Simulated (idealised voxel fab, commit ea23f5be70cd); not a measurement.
Title: Process Module voxel capacitor over wiring
The cross-section on display is named cut; it measures 240 nm wide, and its cells are 5 nm squares.
Just so we're on the same page, the cross-sections are grids of square cells, and they're listed out in bands top to bottom, each band one or more rows deep.
Basically the band line says how high the top is and how high the bottom is, in nm, and then what's in it from left to right, every material with its width in nm. Empty space shows up as "empty", and if a single material carries "throughout" it runs the full band edge to edge.
Heights are measured from 0, the level below which the as-received wafer is all one material; the lowest band has no bottom and continues downward, written as in "0 -> down".
Read "30..40" as a graded width: first number on top, second number at the bottom, same change between each pair of neighbouring rows.
"same as before" for a step: no cell of the cross-section changed in that step.
So "Voids, enclosed" is basically the list of trapped voids: any empty space of 8 cells or more that can't reach the top through an opening. They're written width x height at distance, the distance being from the left edge, and it's all nm.
Post-settings text on a step line: simulator's own remark regarding the step.
The setting "overlay nm" may be written on the line of a step. When the step uses a mask, the value reports how far to the right of the planned place the mask lay, and a negative value reports that it lay to the left.

[This section lists the process steps that were planned]
step 1: RECEIVE,material Si
step 2: CONFORMAL_DEP,material SiO2,thk nm 15
step 3: CONFORMAL_DEP,material SiCN,thk nm 5
step 4: DIRECTIONAL_DEP,material lowk,thk nm 15
step 5: PATTERN,tone open,mask id METAL_1,material resist,width nm 20,pitch nm 70,thk nm 20,overlay nm 0
step 6: DIRECTIONAL_ETCH,etch materials lowk,depth nm 15
step 7: DIRECTIONAL_ETCH,etch materials SiCN,depth nm 5
step 8: STRIP,etch materials resist
step 9: CONFORMAL_DEP,material TiN,thk nm 5
step 10: FILL_DEP,material Cu,thk nm 10
step 11: CMP,height nm 35
step 12: CONFORMAL_DEP,material SiCN,thk nm 5
step 13: DIRECTIONAL_DEP,material lowk,thk nm 15
step 14: MASKED_ETCH,tone open,mask id PLUG_1,width nm 15,etch materials lowk,depth nm 15,overlay nm 0
step 15: MASKED_ETCH,tone open,mask id PLUG_1,width nm 15,etch materials SiCN,depth nm 5,overlay nm 0
step 16: CONFORMAL_DEP,material TiN,thk nm 5
step 17: FILL_DEP,material Cu,thk nm 10
step 18: CMP,height nm 55
step 19: DIRECTIONAL_DEP,material TiN,thk nm 5
step 20: DIRECTIONAL_DEP,material HfO2,thk nm 5
step 21: DIRECTIONAL_DEP,material TiN,thk nm 5
step 22: PATTERN,tone cover,mask id UPPER_PLATE,material resist,width nm 55,thk nm 15,overlay nm 0
step 23: DIRECTIONAL_ETCH,etch materials TiN,depth nm 5
step 24: DIRECTIONAL_ETCH,etch materials HfO2,depth nm 5
step 25: STRIP,etch materials resist
step 26: DIRECTIONAL_DEP,material aC,thk nm 15
step 27: PATTERN,tone cover,mask id LOWER_PLATE,material resist,width nm 65,thk nm 30,overlay nm 0
step 28: DIRECTIONAL_ETCH,etch materials aC,depth nm 15
step 29: STRIP,etch materials resist
step 30: DIRECTIONAL_ETCH,etch materials TiN,depth nm 5
step 31: STRIP,etch materials aC
step 32: FILL_DEP,material SiO2,thk nm 15
step 33: CMP,height nm 80
step 34: MASKED_ETCH,tone open,mask id PLUG_2,width nm 15,etch materials SiO2,depth nm 10,overlay nm 0
step 35: CONFORMAL_DEP,material TiN,thk nm 5
step 36: FILL_DEP,material Ru,thk nm 10
step 37: CMP,height nm 80
step 38: CONFORMAL_DEP,material SiN,thk nm 5

[Incoming wafer, cross-sectional view, post step 1]
0 -> down | Si throughout
Voids, enclosed: none

[Wafer cross-section at end of module: start and plan as shown above, one execution error]
85 -> 80 | SiN throughout
80 -> 75 | 90 of SiO2, 5 of TiN, 5 of Ru, 5 of TiN, 135 of SiO2
75 -> 70 | 90 of SiO2, 15 of TiN, 135 of SiO2
70 -> 65 | SiO2 throughout
65 -> 55 | 80..75 of SiO2, 55..65 of TiN, 105..100 of SiO2
55 -> 40 | 80 of lowk, 5 of TiN, 5 of Cu, 5 of TiN, 145 of lowk
40 -> 35 | 80 of SiCN, 15 of TiN, 145 of SiCN
35 -> 20 | 75 of lowk, 5 of TiN, 10 of Cu, 5 of TiN, 50 of lowk, 5 of TiN, 10 of Cu, 5 of TiN, 75 of lowk
20 -> 15 | 75 of SiCN, 20 of TiN, 50 of SiCN, 20 of TiN, 75 of SiCN
15 -> 0 | SiO2 throughout
0 -> down | Si throughout
Voids, enclosed: none
what went wrong: plan step 20 never ran because it was skipped
